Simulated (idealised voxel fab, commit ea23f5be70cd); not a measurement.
The following process module bears the name voxel transistor to metal.
Section shown: cut. Width: 260 nm. Cell size: 5 nm, square.
Cross-section, as written here: a square-cell grid given band by band from the top down, where a band holds one or more rows of cells. Heights first: top, then bottom, in nm. Then materials, left to right, each with a width in nm. "edge to edge" on a single material: fills the band edge to edge. "blank": empty space. Counting heights begins at 0, where everything beneath is, in the wafer as received, one material. The lowest band has no bottom; it goes on downwards, as "z 0 and below" shows. A width such as "30..40" changes by the same amount from each row of cells to the next, from the band's top row to its bottom row. For the purposes of this document, the phrase "identical to before" attached to a step denotes that no cell within the cross-section was modified by that step. Closed-off voids of 8+ cells (no open route to the top) go in "Fully enclosed voids", written width x height at distance from the left edge, in nm. Step line, after settings: the simulator's comment on this step. The optional step-line setting "overlay nm" applies to steps with a mask and quantifies how far to the right of its planned location the mask lay, a negative value indicating leftward placement.

Process steps - plan:
1) RECEIVE, material Si
2) OXIDIZE, depth nm 5
3) CONFORMAL_DEP, material SiN, thk nm 15
4) DIRECTIONAL_DEP, material aC, thk nm 10
5) PATTERN, tone cover, mask id ACTIVE, material resist, width nm 100, pitch nm 125, thk nm 30, overlay nm 0
6) DIRECTIONAL_ETCH, etch materials aC, depth nm 10
7) STRIP, etch materials resist
8) DIRECTIONAL_ETCH, etch materials SiN, depth nm 15
9) DIRECTIONAL_ETCH, etch materials SiO2, depth nm 5
10) DIRECTIONAL_ETCH, etch materials Si, depth nm 25
11) STRIP, etch materials aC
12) OXIDIZE, depth nm 5
13) FILL_DEP, material SiO2, thk nm 5
14) CMP, height nm 15
15) SELECTIVE_ETCH, etch materials SiO2, depth nm 10
16) STRIP, etch materials SiN
17) SELECTIVE_ETCH, etch materials SiO2, depth nm 5
18) OXIDIZE, depth nm 5
19) DIRECTIONAL_DEP, material polySi, thk nm 20
20) DIRECTIONAL_DEP, material SiCN, thk nm 10
21) DIRECTIONAL_DEP, material aC, thk nm 15
22) PATTERN, tone cover, mask id GATE, material resist, width nm 20, pitch nm 125, thk nm 30, overlay nm 0
23) DIRECTIONAL_ETCH, etch materials aC, depth nm 15
24) STRIP, etch materials resist
25) DIRECTIONAL_ETCH, etch materials SiCN, depth nm 20
26) DIRECTIONAL_ETCH, etch materials polySi, depth nm 30
27) STRIP, etch materials aC
28) CONFORMAL_DEP, material SiO2, thk nm 5
29) DIRECTIONAL_ETCH, etch materials SiO2, depth nm 5
30) CONFORMAL_DEP, material SiN, thk nm 5
31) DIRECTIONAL_ETCH, etch materials SiN, depth nm 5
32) DIRECTIONAL_ETCH, etch materials SiO2, depth nm 5
33) DIRECTIONAL_ETCH, etch materials Si, depth nm 15
34) EPI, material nSi, thk nm 20
35) FILL_DEP, material SiO2, thk nm 10
36) CMP, height nm 25
37) DIRECTIONAL_DEP, material SiO2, thk nm 10
38) DIRECTIONAL_DEP, material aC, thk nm 10
39) PATTERN, tone open, mask id CONTACT, material resist, width nm 20, thk nm 30, overlay nm 0
40) DIRECTIONAL_ETCH, etch materials aC, depth nm 10
41) STRIP, etch materials resist
42) DIRECTIONAL_ETCH, etch materials SiO2, depth nm 40
43) STRIP, etch materials aC
44) CONFORMAL_DEP, material TiN, thk nm 5
45) FILL_DEP, material W, thk nm 5
46) CMP, height nm 35
47) DIRECTIONAL_DEP, material TiN, thk nm 5
48) DIRECTIONAL_DEP, material W, thk nm 25
49) MASKED_ETCH, tone cover, mask id METAL_1, width nm 20, etch materials W, depth nm 25, overlay nm 0
50) MASKED_ETCH, tone cover, mask id METAL_1, width nm 20, etch materials TiN, depth nm 5, overlay nm 0
51) FILL_DEP, material SiO2, thk nm 10
52) CMP, height nm 65
53) CONFORMAL_DEP, material SiCN, thk nm 5

The cross-section here shows the wafer as received, i.e. in its state after step 1:
z 0 and below = Si edge to edge
Fully enclosed voids: none

The cross-section shown corresponds to the wafer at the conclusion of the module. The initial structure and the process plan are those presented above; however, one mistake occurred in executing the plan:
z 70 to 65 = SiCN edge to edge
z 65 to 40 = 20 SiO2, then 20 W, then 50 SiO2, then 20 W, then 35 SiO2, then 20 W, then 50 SiO2, then 20 W, then 25 SiO2
z 40 to 35 = 20 SiO2, then 20 TiN, then 50 SiO2, then 20 TiN, then 35 SiO2, then 20 TiN, then 50 SiO2, then 20 TiN, then 25 SiO2
z 35 to 25 = 20 SiO2, then 5 TiN, then 10 SiN, then 5 TiN, then 50 SiO2, then 5 TiN, then 10 SiN, then 5 TiN, then 35 SiO2, then 5 TiN, then 10 SiN, then 5 TiN, then 50 SiO2, then 5 TiN, then 10 SiN, then 5 TiN, then 25 SiO2
z 25 to 15 = 20 SiO2, then 5 TiN, then 10 SiN, then 5 TiN, then 5 SiO2, then 5 SiN, then 5 SiO2, then 20 SiCN, then 5 SiO2, then 5 SiN, then 5 SiO2, then 5 TiN, then 10 SiN, then 5 TiN, then 35 SiO2, then 5 TiN, then 10 SiN, then 5 TiN, then 5 SiO2, then 5 SiN, then 5 SiO2, then 20 SiCN, then 5 SiO2, then 5 SiN, then 5 SiO2, then 5 TiN, then 10 SiN, then 5 TiN, then 25 SiO2
z 15 to 10 = 20 SiO2, then 20 TiN, then 5 SiO2, then 5 SiN, then 5 SiO2, then 20 polySi, then 5 SiO2, then 5 SiN, then 5 SiO2, then 20 TiN, then 35 SiO2, then 20 TiN, then 5 SiO2, then 5 SiN, then 5 SiO2, then 20 polySi, then 5 SiO2, then 5 SiN, then 5 SiO2, then 20 TiN, then 25 SiO2
z 10 to 0 = 20 SiO2, then 5 TiN, then 20 nSi, then 5 SiN, then 5 SiO2, then 20 polySi, then 5 SiO2, then 5 SiN, then 20 nSi, then 5 TiN, then 35 SiO2, then 5 TiN, then 20 nSi, then 5 SiN, then 5 SiO2, then 20 polySi, then 5 SiO2, then 5 SiN, then 20 nSi, then 5 TiN, then 25 SiO2
z 0 to -5 = 15 SiO2, then 5 SiN, then 5 TiN, then 20 nSi, then 5 SiN, then 5 SiO2, then 20 polySi, then 5 SiO2, then 5 SiN, then 20 nSi, then 5 TiN, then 5 SiN, then 25 SiO2, then 5 SiN, then 5 TiN, then 20 nSi, then 5 SiN, then 5 SiO2, then 20 polySi, then 5 SiO2, then 5 SiN, then 20 nSi, then 5 TiN, then 5 SiN, then 20 SiO2
z -5 to -10 = 20 SiO2, then 25 nSi, then 40 SiO2, then 25 nSi, then 35 SiO2, then 25 nSi, then 40 SiO2, then 25 nSi, then 25 SiO2
z -10 to -25 = 20 SiO2, then 25 nSi, then 40 Si, then 25 nSi, then 35 SiO2, then 25 nSi, then 40 Si, then 25 nSi, then 25 SiO2
z -25 to -35 = 20 SiO2, then 90 Si, then 35 SiO2, then 90 Si, then 25 SiO2
z -35 and below = Si edge to edge
Fully enclosed voids: none
So what did we get wrong on this run? step 45 ran with different settings than intended, the actual operation and settings being FILL_DEP, material SiN, thk nm 5
